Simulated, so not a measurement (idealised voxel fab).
The name of this process module is voxel transistor to metal.
This is section cut - it's 295 nm across, gridded in 5 nm square cells.
Just so we're on the same page, the cross-sections are grids of square cells, and they're listed out in bands top to bottom, each band one or more rows deep.
Quick guide to a band line: top height, bottom height (nm) up front; then every material left to right with its width in nm. Only one material and it's marked "edge to edge"? Then it fills the band edge to edge. And "empty" just means empty space.
Convention: height 0 is the level below which the wafer, as received, is all one material. The lowest band does not terminate at the bottom but continues downward, represented as "0 nm and below".
Per-row width for "30->40": begins at first number (top row of band), ends at second number (bottom row), increment between rows held constant.
A step reported as "no change" is a step in which no cell of the cross-section changed.
What "Sealed internal cavities" gives you is every empty space of 8 cells or more that is cut off from the top. Each appears as width x height at distance, with the distance taken from the left edge and width, height and distance all in nm.
On a step's line, text after the settings is the simulator commenting on that step.
A step's line can hold "overlay nm"; with a mask on that step, the setting says how far right of the planned place the mask lay, while a negative setting says it lay to the left.

Steps in the process plan
1 RECEIVE (material Si)
2 OXIDIZE (depth nm 5)
3 CONFORMAL_DEP (material SiN; thk nm 10)
4 PATTERN (tone cover; mask id ACTIVE; material resist; width nm 110; pitch nm 130; thk nm 15; overlay nm 0)
5 DIRECTIONAL_ETCH (etch materials SiN; depth nm 10)
6 DIRECTIONAL_ETCH (etch materials SiO2; depth nm 5)
7 DIRECTIONAL_ETCH (etch materials Si; depth nm 35)
8 STRIP (etch materials resist)
9 FILL_DEP (material SiO2; thk nm 5)
10 CMP (height nm 10)
11 SELECTIVE_ETCH (etch materials SiO2; depth nm 10)
12 STRIP (etch materials SiN)
13 SELECTIVE_ETCH (etch materials SiO2; depth nm 5)
14 OXIDIZE (depth nm 5)
15 DIRECTIONAL_DEP (material polySi; thk nm 25)
16 DIRECTIONAL_DEP (material SiCN; thk nm 10)
17 MASKED_ETCH (tone cover; mask id GATE; width nm 30; pitch nm 130; etch materials SiCN; depth nm 20; overlay nm 0)
18 MASKED_ETCH (tone cover; mask id GATE; width nm 30; pitch nm 130; etch materials polySi; depth nm 35; overlay nm 0)
19 CONFORMAL_DEP (material SiN; thk nm 5)
20 DIRECTIONAL_ETCH (etch materials SiN; depth nm 5)
21 DIRECTIONAL_ETCH (etch materials SiO2; depth nm 5)
22 DIRECTIONAL_ETCH (etch materials Si; depth nm 15)
23 EPI (material nSi; thk nm 15)
24 FILL_DEP (material SiO2; thk nm 10)
25 CMP (height nm 20)
26 STRIP (etch materials polySi)
27 SELECTIVE_ETCH (etch materials SiO2; depth nm 5)
28 CONFORMAL_DEP (material HfO2; thk nm 5)
29 CONFORMAL_DEP (material TiN; thk nm 5)
30 FILL_DEP (material W; thk nm 5)
31 CMP (height nm 15)
32 DIRECTIONAL_DEP (material SiO2; thk nm 15)
33 PATTERN (tone open; mask id CONTACT; material resist; width nm 15; thk nm 20; overlay nm 0)
34 DIRECTIONAL_ETCH (etch materials SiO2; depth nm 40)
35 STRIP (etch materials resist)
36 CONFORMAL_DEP (material TiN; thk nm 5)
37 FILL_DEP (material Ru; thk nm 10)
38 CMP (height nm 30)
39 DIRECTIONAL_DEP (material TiN; thk nm 5)
40 DIRECTIONAL_DEP (material W; thk nm 15)
41 PATTERN (tone cover; mask id METAL_1; material resist; width nm 15; thk nm 20; overlay nm 0)
42 DIRECTIONAL_ETCH (etch materials W; depth nm 15)
43 DIRECTIONAL_ETCH (etch materials TiN; depth nm 5)
44 STRIP (etch materials resist)
45 CONFORMAL_DEP (material SiCN; thk nm 5)
46 FILL_DEP (material lowk; thk nm 10)
47 CMP (height nm 50)
48 CONFORMAL_DEP (material SiCN; thk nm 5)

Delivered wafer in cross-section: state after step 1
* 0 nm and below | Si edge to edge
* Sealed internal cavities: none

Same starting wafer, same plan as above, one mistake in the execution; this is the cross-section at the end of the module
* 55 nm to 50 nm | SiCN edge to edge
* 50 nm to 35 nm | 30 lowk  5 SiCN  15 W  5 SiCN  50 lowk  5 SiCN  15 W  5 SiCN  30 lowk  5 SiCN  15 W  5 SiCN  50 lowk  5 SiCN  15 W  5 SiCN  35 lowk
* 35 nm to 30 nm | 35 SiCN  15 TiN  60 SiCN  15 TiN  40 SiCN  15 TiN  60 SiCN  15 TiN  40 SiCN
* 30 nm to 15 nm | 35 SiO2  5 TiN  5 Ru  5 TiN  60 SiO2  5 TiN  5 Ru  5 TiN  40 SiO2  5 TiN  5 Ru  5 TiN  60 SiO2  5 TiN  5 Ru  5 TiN  40 SiO2
* 15 nm to 10 nm | 35 SiO2  5 TiN  5 Ru  5 TiN  10 SiO2  5 SiN  5 HfO2  5 TiN  10 W  5 TiN  5 HfO2  5 SiN  10 SiO2  5 TiN  5 Ru  5 TiN  40 SiO2  5 TiN  5 Ru  5 TiN  10 SiO2  5 SiN  5 HfO2  5 TiN  10 W  5 TiN  5 HfO2  5 SiN  10 SiO2  5 TiN  5 Ru  5 TiN  40 SiO2
* 10 nm to 5 nm | 35 SiO2  15 TiN  10 SiO2  5 SiN  5 HfO2  5 TiN  10 W  5 TiN  5 HfO2  5 SiN  10 SiO2  15 TiN  40 SiO2  15 TiN  10 SiO2  5 SiN  5 HfO2  5 TiN  10 W  5 TiN  5 HfO2  5 SiN  10 SiO2  15 TiN  40 SiO2
* 5 nm to 0 nm | 45 SiO2  15 nSi  5 SiN  5 HfO2  5 TiN  10 W  5 TiN  5 HfO2  5 SiN  15 nSi  60 SiO2  15 nSi  5 SiN  5 HfO2  5 TiN  10 W  5 TiN  5 HfO2  5 SiN  15 nSi  50 SiO2
* 0 nm to -5 nm | 45 SiO2  15 nSi  5 SiN  5 HfO2  20 TiN  5 HfO2  5 SiN  15 nSi  60 SiO2  15 nSi  5 SiN  5 HfO2  20 TiN  5 HfO2  5 SiN  15 nSi  50 SiO2
* -5 nm to -10 nm | 45 SiO2  15 nSi  40 HfO2  15 nSi  60 SiO2  15 nSi  40 HfO2  15 nSi  50 SiO2
* -10 nm to -25 nm | 25 SiO2  35 nSi  40 Si  35 nSi  20 SiO2  35 nSi  40 Si  35 nSi  30 SiO2
* -25 nm to -40 nm | 25 SiO2  110 Si  20 SiO2  110 Si  30 SiO2
* -40 nm and below | Si edge to edge
* Sealed internal cavities: none
Heads up, the wafer didn't run the way we planned it: step 32 of the plan was twice carried out
